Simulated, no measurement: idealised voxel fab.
process module | voxel spacer lines
Cross-section cut: width 225 nm, square cells of 5 nm.
Heads up, the way a cross-section reads in here is a grid of square cells, handed over as bands from the top down, with every band being one or more rows of cells. Each band's line starts with the height of the band's top and of its bottom, in nm. Then come its materials from left to right, each with its width in nm. One material with "throughout" fills the band from edge to edge. "blank" is empty space. All heights in this document are referenced to 0, defined as the level beneath which the wafer, as received, consists entirely of one material. The lowest band is not bounded below; it extends indefinitely downward and is written in the form "0 -> down". It should be noted that a width expressed as "30 to 40" varies in equal increments from row to row of cells within the band, taking the value of the first number at the top row and that of the second number at the bottom row. Where a step carries "remains unaltered", the cross-section came out of it unchanged, cell for cell. Enclosed voids (no open way to top), threshold 8 cells or more, entry "Unvented internal voids", notation width x height at distance, distance from left edge, nm. Post-settings text on a step line: simulator's own remark regarding the step. overlay nm: where the mask lay relative to plan, measured to the right, on steps with a mask; negatives go left.
-- The process steps that were planned are listed below
- 1: RECEIVE: material Si
- 2: CONFORMAL_DEP: material Al2O3, thk nm 10
- 3: DIRECTIONAL_DEP: material TiN, thk nm 15
- 4: DIRECTIONAL_DEP: material polySi, thk nm 20
- 5: PATTERN: tone cover, mask id MANDREL, material resist, width nm 25, pitch nm 80, thk nm 30, overlay nm 0
- 6: DIRECTIONAL_ETCH: etch materials polySi, depth nm 20
- 7: STRIP: etch materials resist
- 8: CONFORMAL_DEP: material SiO2, thk nm 15
- 9: DIRECTIONAL_ETCH: etch materials SiO2, depth nm 15
- 10: STRIP: etch materials polySi
- 11: DIRECTIONAL_ETCH: etch materials TiN, depth nm 15
- 12: STRIP: etch materials SiO2
- 13: FILL_DEP: material lowk, thk nm 10
- 14: CMP: height nm 25
-- first wafer, as planned
-- So this is the incoming wafer in cross-section - it's already been through step 1
    0 -> down | Si throughout
    Unvented internal voids: none
-- State of the wafer after step 2, shown in cross-section
    10 -> 0 | Al2O3 throughout
    Nothing below the height 0 has changed.
-- State of the wafer after step 3, shown in cross-section
    25 -> 10 | TiN throughout
    Nothing below the height 10 has changed.
-- State of the wafer after step 4, shown in cross-section
    45 -> 25 | polySi throughout
    Nothing below the height 25 has changed.
-- State of the wafer after step 5, shown in cross-section
    75 -> 45 | blank 60  resist 25  blank 55  resist 25  blank 60
    Nothing below the height 45 has changed.
-- State of the wafer after step 6, shown in cross-section
    75 -> 45 | blank 60  resist 25  blank 55  resist 25  blank 60
    45 -> 25 | blank 60  polySi 25  blank 55  polySi 25  blank 60
    Nothing below the height 25 has changed.
-- State of the wafer after step 7, shown in cross-section
    45 -> 25 | blank 60  polySi 25  blank 55  polySi 25  blank 60
    Nothing below the height 25 has changed.
-- State of the wafer after step 8, shown in cross-section
    60 -> 45 | blank 45  SiO2 55  blank 25  SiO2 55  blank 45
    45 -> 40 | blank 45  SiO2 15  polySi 25  SiO2 15  blank 25  SiO2 15  polySi 25  SiO2 15  blank 45
    40 -> 25 | SiO2 60  polySi 25  SiO2 55  polySi 25  SiO2 60
    Nothing below the height 25 has changed.
-- State of the wafer after step 9, shown in cross-section
    45 -> 25 | blank 45  SiO2 15  polySi 25  SiO2 15  blank 25  SiO2 15  polySi 25  SiO2 15  blank 45
    Nothing below the height 25 has changed.
-- State of the wafer after step 10, shown in cross-section
    45 -> 25 | blank 45  SiO2 15  blank 25  SiO2 15  blank 25  SiO2 15  blank 25  SiO2 15  blank 45
    Nothing below the height 25 has changed.
-- State of the wafer after step 11, shown in cross-section
    45 -> 25 | blank 45  SiO2 15  blank 25  SiO2 15  blank 25  SiO2 15  blank 25  SiO2 15  blank 45
    25 -> 10 | blank 45  TiN 15  blank 25  TiN 15  blank 25  TiN 15  blank 25  TiN 15  blank 45
    Nothing below the height 10 has changed.
-- State of the wafer after step 12, shown in cross-section
    25 -> 10 | blank 45  TiN 15  blank 25  TiN 15  blank 25  TiN 15  blank 25  TiN 15  blank 45
    Nothing below the height 10 has changed.
-- State of the wafer after step 13, shown in cross-section
    35 -> 25 | lowk throughout
    25 -> 10 | lowk 45  TiN 15  lowk 25  TiN 15  lowk 25  TiN 15  lowk 25  TiN 15  lowk 45
    Nothing below the height 10 has changed.
-- State of the wafer after step 14, shown in cross-section
    25 -> 10 | lowk 45  TiN 15  lowk 25  TiN 15  lowk 25  TiN 15  lowk 25  TiN 15  lowk 45
    Nothing below the height 10 has changed.
-- Second Wafer (Identical Start and Plan, One Processing Error; Matches First Wafer Through Step 2)
-- Second wafer: cross-section at the scheduled end of step 3
    30 -> 10 | polySi throughout
    Nothing below the height 10 has changed.
-- Second wafer: cross-section at the scheduled end of step 4
    45 -> 30 | TiN throughout
    Nothing below the height 30 has changed.
-- Second wafer: cross-section at the scheduled end of step 5
    75 -> 45 | blank 60  resist 25  blank 55  resist 25  blank 60
    Nothing below the height 45 has changed.
Second wafer: cross-section at the scheduled end of step 6: remains unaltered
-- Second wafer: cross-section at the scheduled end of step 7
    45 -> 30 | TiN throughout
    Nothing below the height 30 has changed.
-- Second wafer: cross-section at the scheduled end of step 8
    60 -> 45 | SiO2 throughout
    Nothing below the height 45 has changed.
-- Second wafer: cross-section at the scheduled end of step 9
    45 -> 30 | TiN throughout
    Nothing below the height 30 has changed.
Second wafer: cross-section at the scheduled end of step 10: remains unaltered
-- Second wafer: cross-section at the scheduled end of step 11
    30 -> 10 | polySi throughout
    Nothing below the height 10 has changed.
Second wafer: cross-section at the scheduled end of step 12: remains unaltered
-- Second wafer: cross-section at the scheduled end of step 13
    40 -> 30 | lowk throughout
    Nothing below the height 30 has changed.
-- Second wafer: cross-section at the scheduled end of step 14
    25 -> 10 | polySi throughout
    Nothing below the height 10 has changed.
Here's what went sideways: step 3 ran in the slot meant for step 4, and vice versa
Bottom line after processing is that, in cells, the second wafer is up or down on some materials versus the first: 36 fewer of TiN; 99 fewer of lowk; 135 more of polySi
